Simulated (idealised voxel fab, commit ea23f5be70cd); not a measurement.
The process module that follows is named voxel self aligned contacts.
The cross-section on display is named cut; it measures 285 nm wide, and its cells are 5 nm squares.
Cross-section layout: square cells on a grid; listed as bands, top to bottom; a band spans one or more cell rows. Per band: top height and bottom height in nm, followed by the left-to-right materials and their widths in nm; "edge to edge" marks a single material spanning edge to edge, "blank" marks empty space. All heights in this document are referenced to 0, defined as the level beneath which the wafer, as received, consists entirely of one material. The lowest band is not bounded below; it extends indefinitely downward and is written in the form "from 0 down". A width given as "30 to 40" starts at the first number in the band's top row and ends at the second number in its bottom row, shifting by an equal amount at every step from row to row. Step note "remained the same" = no cross-section cell changed. Closed empty spaces (no open way to the top) of 8 cells or more are what "Closed cavities" lists, each as width x height at distance from the left edge, nm for all three. Whatever follows a step's settings on its line is a remark the simulator itself makes about that step. overlay nm: mask right of planned place by this much (step with mask). Neg. = left.
Plan
- 1: RECEIVE: material Si
- 2: OXIDIZE: depth nm 5
- 3: DIRECTIONAL_DEP: material polySi, thk nm 20
- 4: DIRECTIONAL_DEP: material SiN, thk nm 20
- 5: MASKED_ETCH: tone cover, mask id GATE, width nm 30, pitch nm 60, etch materials SiN, depth nm 20, overlay nm 0
- 6: MASKED_ETCH: tone cover, mask id GATE, width nm 30, pitch nm 60, etch materials polySi, depth nm 20, overlay nm 0
- 7: CONFORMAL_DEP: material SiN, thk nm 5
- 8: DIRECTIONAL_ETCH: etch materials SiN, depth nm 5
- 9: FILL_DEP: material SiO2, thk nm 15
- 10: CMP: height nm 45
- 11: MASKED_ETCH: tone open, mask id CONTACT, width nm 40, etch materials SiO2, depth nm 50, overlay nm 0
- 12: CONFORMAL_DEP: material TiN, thk nm 5
- 13: FILL_DEP: material W, thk nm 10
- 14: CMP: height nm 45
- 15: CONFORMAL_DEP: material SiN, thk nm 5
The first wafer of two, processed as planned
As received, after step 1
    from 0 down: Si edge to edge
    Closed cavities: none
So this is the wafer cross-section right after step 2
    from 0 to -5: SiO2 edge to edge
    Anything lower than -5 is untouched.
So this is the wafer cross-section right after step 3
    from 20 to 0: polySi edge to edge
    Anything lower than 0 is untouched.
So this is the wafer cross-section right after step 4
    from 40 to 20: SiN edge to edge
    Anything lower than 20 is untouched.
So this is the wafer cross-section right after step 5
    from 40 to 20: 95 of blank, 30 of SiN, 30 of blank, 30 of SiN, 100 of blank
    Anything lower than 20 is untouched.
So this is the wafer cross-section right after step 6
    from 40 to 20: 95 of blank, 30 of SiN, 30 of blank, 30 of SiN, 100 of blank
    from 20 to 0: 95 of blank, 30 of polySi, 30 of blank, 30 of polySi, 100 of blank
    Anything lower than 0 is untouched.
So this is the wafer cross-section right after step 7
    from 45 to 20: 90 of blank, 40 of SiN, 20 of blank, 40 of SiN, 95 of blank
    from 20 to 5: 90 of blank, 5 of SiN, 30 of polySi, 5 of SiN, 20 of blank, 5 of SiN, 30 of polySi, 5 of SiN, 95 of blank
    from 5 to 0: 95 of SiN, 30 of polySi, 30 of SiN, 30 of polySi, 100 of SiN
    Anything lower than 0 is untouched.
So this is the wafer cross-section right after step 8
    from 40 to 20: 90 of blank, 40 of SiN, 20 of blank, 40 of SiN, 95 of blank
    from 20 to 0: 90 of blank, 5 of SiN, 30 of polySi, 5 of SiN, 20 of blank, 5 of SiN, 30 of polySi, 5 of SiN, 95 of blank
    Anything lower than 0 is untouched.
So this is the wafer cross-section right after step 9
    from 55 to 40: SiO2 edge to edge
    from 40 to 20: 90 of SiO2, 40 of SiN, 20 of SiO2, 40 of SiN, 95 of SiO2
    from 20 to 0: 90 of SiO2, 5 of SiN, 30 of polySi, 5 of SiN, 20 of SiO2, 5 of SiN, 30 of polySi, 5 of SiN, 95 of SiO2
    Anything lower than 0 is untouched.
So this is the wafer cross-section right after step 10
    from 45 to 40: SiO2 edge to edge
    Anything lower than 40 is untouched.
So this is the wafer cross-section right after step 11
    from 45 to 40: 120 of SiO2, 40 of blank, 125 of SiO2
    from 40 to 20: 90 of SiO2, 40 of SiN, 20 of blank, 40 of SiN, 95 of SiO2
    from 20 to 0: 90 of SiO2, 5 of SiN, 30 of polySi, 5 of SiN, 20 of blank, 5 of SiN, 30 of polySi, 5 of SiN, 95 of SiO2
    from 0 to -5: 130 of SiO2, 20 of blank, 135 of SiO2
    Anything lower than -5 is untouched.
So this is the wafer cross-section right after step 12
    from 50 to 45: 125 of TiN, 30 of blank, 130 of TiN
    from 45 to 40: 120 of SiO2, 15 of TiN, 10 of blank, 15 of TiN, 125 of SiO2
    from 40 to 20: 90 of SiO2, 40 of SiN, 5 of TiN, 10 of blank, 5 of TiN, 40 of SiN, 95 of SiO2
    from 20 to 0: 90 of SiO2, 5 of SiN, 30 of polySi, 5 of SiN, 5 of TiN, 10 of blank, 5 of TiN, 5 of SiN, 30 of polySi, 5 of SiN, 95 of SiO2
    from 0 to -5: 130 of SiO2, 20 of TiN, 135 of SiO2
    Anything lower than -5 is untouched.
So this is the wafer cross-section right after step 13
    from 60 to 50: W edge to edge
    from 50 to 45: 125 of TiN, 30 of W, 130 of TiN
    from 45 to 40: 120 of SiO2, 15 of TiN, 10 of W, 15 of TiN, 125 of SiO2
    from 40 to 20: 90 of SiO2, 40 of SiN, 5 of TiN, 10 of W, 5 of TiN, 40 of SiN, 95 of SiO2
    from 20 to 0: 90 of SiO2, 5 of SiN, 30 of polySi, 5 of SiN, 5 of TiN, 10 of W, 5 of TiN, 5 of SiN, 30 of polySi, 5 of SiN, 95 of SiO2
    Anything lower than 0 is untouched.
So this is the wafer cross-section right after step 14
    from 45 to 40: 120 of SiO2, 15 of TiN, 10 of W, 15 of TiN, 125 of SiO2
    Anything lower than 40 is untouched.
So this is the wafer cross-section right after step 15
    from 50 to 45: SiN edge to edge
    Anything lower than 45 is untouched.
It is to be noted that the second wafer proceeded from the same initial state and according to the same plan as the first, although one mistake was committed in its execution; through step 2, inclusive, the two wafers share an identical history
Second wafer cross-section, taken as of the time the plan sets for step 3 to be done
    from 40 to 0: polySi edge to edge
    Anything lower than 0 is untouched.
Second wafer cross-section, taken as of the time the plan sets for step 4 to be done
    from 60 to 40: SiN edge to edge
    Anything lower than 40 is untouched.
Second wafer cross-section, taken as of the time the plan sets for step 5 to be done
    from 60 to 40: 95 of blank, 30 of SiN, 30 of blank, 30 of SiN, 100 of blank
    Anything lower than 40 is untouched.
Second wafer cross-section, taken as of the time the plan sets for step 6 to be done
    from 60 to 40: 95 of blank, 30 of SiN, 30 of blank, 30 of SiN, 100 of blank
    from 40 to 20: 95 of blank, 30 of polySi, 30 of blank, 30 of polySi, 100 of blank
    Anything lower than 20 is untouched.
Second wafer cross-section, taken as of the time the plan sets for step 7 to be done
    from 65 to 40: 90 of blank, 40 of SiN, 20 of blank, 40 of SiN, 95 of blank
    from 40 to 25: 90 of blank, 5 of SiN, 30 of polySi, 5 of SiN, 20 of blank, 5 of SiN, 30 of polySi, 5 of SiN, 95 of blank
    from 25 to 20: 95 of SiN, 30 of polySi, 30 of SiN, 30 of polySi, 100 of SiN
    Anything lower than 20 is untouched.
Second wafer cross-section, taken as of the time the plan sets for step 8 to be done
    from 60 to 40: 90 of blank, 40 of SiN, 20 of blank, 40 of SiN, 95 of blank
    from 40 to 20: 90 of blank, 5 of SiN, 30 of polySi, 5 of SiN, 20 of blank, 5 of SiN, 30 of polySi, 5 of SiN, 95 of blank
    Anything lower than 20 is untouched.
Second wafer cross-section, taken as of the time the plan sets for step 9 to be done
    from 75 to 60: SiO2 edge to edge
    from 60 to 40: 90 of SiO2, 40 of SiN, 20 of SiO2, 40 of SiN, 95 of SiO2
    from 40 to 20: 90 of SiO2, 5 of SiN, 30 of polySi, 5 of SiN, 20 of SiO2, 5 of SiN, 30 of polySi, 5 of SiN, 95 of SiO2
    Anything lower than 20 is untouched.
Second wafer cross-section, taken as of the time the plan sets for step 10 to be done
    from 45 to 40: 90 of SiO2, 40 of SiN, 20 of SiO2, 40 of SiN, 95 of SiO2
    Anything lower than 40 is untouched.
Second wafer cross-section, taken as of the time the plan sets for step 11 to be done
    from 45 to 40: 90 of SiO2, 40 of SiN, 20 of blank, 40 of SiN, 95 of SiO2
    from 40 to 20: 90 of SiO2, 5 of SiN, 30 of polySi, 5 of SiN, 20 of blank, 5 of SiN, 30 of polySi, 5 of SiN, 95 of SiO2
    Anything lower than 20 is untouched.
Second wafer cross-section, taken as of the time the plan sets for step 12 to be done
    from 50 to 45: 135 of TiN, 10 of blank, 140 of TiN
    from 45 to 40: 90 of SiO2, 40 of SiN, 5 of TiN, 10 of blank, 5 of TiN, 40 of SiN, 95 of SiO2
    from 40 to 25: 90 of SiO2, 5 of SiN, 30 of polySi, 5 of SiN, 5 of TiN, 10 of blank, 5 of TiN, 5 of SiN, 30 of polySi, 5 of SiN, 95 of SiO2
    from 25 to 20: 90 of SiO2, 5 of SiN, 30 of polySi, 5 of SiN, 20 of TiN, 5 of SiN, 30 of polySi, 5 of SiN, 95 of SiO2
    Anything lower than 20 is untouched.
Second wafer cross-section, taken as of the time the plan sets for step 13 to be done
    from 60 to 50: W edge to edge
    from 50 to 45: 135 of TiN, 10 of W, 140 of TiN
    from 45 to 40: 90 of SiO2, 40 of SiN, 5 of TiN, 10 of W, 5 of TiN, 40 of SiN, 95 of SiO2
    from 40 to 25: 90 of SiO2, 5 of SiN, 30 of polySi, 5 of SiN, 5 of TiN, 10 of W, 5 of TiN, 5 of SiN, 30 of polySi, 5 of SiN, 95 of SiO2
    Anything lower than 25 is untouched.
Second wafer cross-section, taken as of the time the plan sets for step 14 to be done
    from 45 to 40: 90 of SiO2, 40 of SiN, 5 of TiN, 10 of W, 5 of TiN, 40 of SiN, 95 of SiO2
    Anything lower than 40 is untouched.
Second wafer cross-section, taken as of the time the plan sets for step 15 to be done
    from 50 to 45: SiN edge to edge
    Anything lower than 45 is untouched.
what went wrong: heads up, step 3 of the plan got done twice
End check, counted in cells, second wafer has more or fewer of these materials than the first: -48 SiN; -156 SiO2; -14 TiN; -10 W; +228 polySi
